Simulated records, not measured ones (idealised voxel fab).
Title: Process Module voxel air gaps
Xsec cut, 185 nm wide, square cell size 5 nm.
If you're reading a cross-section in this doc, picture square cells in a grid; it comes to you as bands, top ones listed first down to the bottom, and a band can be one or more rows of cells.
For a band, the entry starts with two heights in nm, that of the top and then that of the bottom, and carries on with the band's materials in order from left to right, each alongside its width in nm; the word "full width" beside a single material means it fills the band edge to edge, and "blank" means empty space.
Ref level 0: as-received wafer is one material below here. Bottom band extends down with no lower bound ("0 nm and below").
Graded width ("30->40"): value in top row of band = first number; value in bottom row = second number; row-to-row change constant.
Step note "no change" = no cross-section cell changed.
Heads up: "Enclosed voids" only lists the empty pockets with no open path to the top that are 8 cells or more, and it writes them as width x height at distance, distance from the left edge, in nm.
Heads up: the bit after the settings on a step's line is the simulator's remark on that step.
overlay nm: mask right of planned place by this much (step with mask). Neg. = left.
### Below is the list of planned process steps
step 1: RECEIVE with material Si
step 2: CONFORMAL_DEP with material SiO2, thk nm 10
step 3: CONFORMAL_DEP with material SiN, thk nm 5
step 4: DIRECTIONAL_DEP with material lowk, thk nm 30
step 5: PATTERN with tone open, mask id LINES, material resist, width nm 20, pitch nm 45, thk nm 15, overlay nm 0
step 6: DIRECTIONAL_ETCH with etch materials lowk, depth nm 30
step 7: STRIP with etch materials resist
step 8: CONFORMAL_DEP with material TiN, thk nm 5
step 9: FILL_DEP with material W, thk nm 10
step 10: CMP with height nm 45
step 11: EPI with material Ru, thk nm 10
step 12: SELECTIVE_ETCH with etch materials lowk, depth nm 40
step 13: CONFORMAL_DEP with material SiN, thk nm 5
### Cross-section of the incoming wafer, state after step 1
  0 nm and below = Si full width
  Enclosed voids: none
### Figure: cross-sectional view of the wafer upon completion of the module, processed from the initial state and according to the plan depicted above, with one error introduced during execution
  60 nm to 55 nm = SiN full width
  55 nm to 45 nm = Ru full width
  45 nm to 40 nm = W full width
  40 nm to 35 nm = TiN=40  W=10  TiN=35  W=10  TiN=35  W=10  TiN=45
  35 nm to 10 nm = lowk=35  TiN=5  W=10  TiN=5  lowk=25  TiN=5  W=10  TiN=5  lowk=25  TiN=5  W=10  TiN=5  lowk=40
  10 nm to 5 nm = lowk=35  TiN=20  lowk=25  TiN=20  lowk=25  TiN=20  lowk=40
  5 nm to 0 nm = SiN full width
  0 nm and below = Si full width
  Enclosed voids: none
Nonconformance to the process plan: plan step 2 never ran because it was skipped
